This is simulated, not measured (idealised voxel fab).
Herein follows the process module entitled voxel self aligned contacts.
Cross-sectional view cut (width: 260 nm; square cell size: 5 nm).
Cross-section, as written here: a square-cell grid given band by band from the top down, where a band holds one or more rows of cells.
Quick guide to a band line: top height, bottom height (nm) up front; then every material left to right with its width in nm. Only one material and it's marked "full width"? Then it fills the band edge to edge. And "air" just means empty space.
Measure heights from 0. That's the level where, below it, the as-received wafer is all one material. The lowest band is bottomless and extends downward; write it as in "0 -> down".
The width entry "30->40" should be interpreted row by row: the top row of cells in the band takes the first number, the bottom row takes the second number, and the change between adjacent rows is uniform throughout.
"no alterations made", as given for a step, is the statement that not any cell of the cross-section underwent a change during that step.
The list in "Enclosed void entries" covers empty spaces of 8 cells or more that cannot reach the top through any open way, and it gives each as width x height at distance; the distance is from the left edge, and width, height and distance are in nm.
Note: text after step settings on the step line = simulator remark on that step.
You can add "overlay nm" to a step's line. For a step with a mask, it describes how far the mask lay to the right of its planned position, and a negative number describes a lay to the left.

### Process steps - plan
1,op RECEIVE | material Si
2,op OXIDIZE | depth nm 5
3,op DIRECTIONAL_DEP | material polySi | thk nm 20
4,op DIRECTIONAL_DEP | material SiN | thk nm 20
5,op DIRECTIONAL_DEP | material aC | thk nm 15
6,op PATTERN | tone cover | mask id GATE | material resist | width nm 25 | pitch nm 50 | thk nm 30 | overlay nm 0
7,op DIRECTIONAL_ETCH | etch materials aC | depth nm 15
8,op STRIP | etch materials resist
9,op DIRECTIONAL_ETCH | etch materials SiN | depth nm 20
10,op DIRECTIONAL_ETCH | etch materials polySi | depth nm 20
11,op STRIP | etch materials aC
12,op CONFORMAL_DEP | material SiN | thk nm 5
13,op DIRECTIONAL_ETCH | etch materials SiN | depth nm 5
14,op FILL_DEP | material SiO2 | thk nm 15
15,op CMP | height nm 45
16,op DIRECTIONAL_DEP | material aC | thk nm 15
17,op PATTERN | tone open | mask id CONTACT | material resist | width nm 35 | thk nm 30 | overlay nm 0
18,op DIRECTIONAL_ETCH | etch materials aC | depth nm 15
19,op STRIP | etch materials resist
20,op DIRECTIONAL_ETCH | etch materials SiO2 | depth nm 50
21,op STRIP | etch materials aC
22,op CONFORMAL_DEP | material TiN | thk nm 5
23,op FILL_DEP | material W | thk nm 5
24,op CMP | height nm 45
25,op CONFORMAL_DEP | material SiN | thk nm 5

### Step 1 complete: cross-section of the wafer as received
    0 -> down: Si full width
    Enclosed void entries: none

### Looking at the first of two wafers in cross-section at end of module - ran to plan
    50 -> 45: SiN full width
    45 -> 40: SiO2: 110, TiN: 15, W: 5, TiN: 15, SiO2: 115
    40 -> 20: SiO2: 85, SiN: 35, TiN: 5, W: 5, TiN: 5, SiN: 35, SiO2: 90
    20 -> 0: SiO2: 85, SiN: 5, polySi: 25, SiN: 5, TiN: 5, W: 5, TiN: 5, SiN: 5, polySi: 25, SiN: 5, SiO2: 90
    0 -> -5: SiO2: 120, TiN: 15, SiO2: 125
    -5 -> down: Si full width
    Enclosed void entries: none

### Cross-section of the latter of the two wafers at module completion. It had an identical start and an identical plan to the former; in running it, one mistake was made
    50 -> 45: SiN full width
    45 -> 40: SiO2: 85, SiN: 35, TiN: 5, W: 5, TiN: 5, SiN: 35, SiO2: 90
    40 -> 25: SiO2: 85, SiN: 5, polySi: 25, SiN: 5, TiN: 5, W: 5, TiN: 5, SiN: 5, polySi: 25, SiN: 5, SiO2: 90
    25 -> 20: SiO2: 85, SiN: 5, polySi: 25, SiN: 5, TiN: 15, SiN: 5, polySi: 25, SiN: 5, SiO2: 90
    20 -> 0: polySi full width
    0 -> -5: SiO2 full width
    -5 -> down: Si full width
    Enclosed void entries: none
What was done differently from what was planned? heads up, step 3 of the plan got done twice
Wrapping up, a cell-based count of both wafers puts the second over or under the first for these materials: -42 SiN | -147 SiO2 | -14 TiN | -5 W | +208 polySi
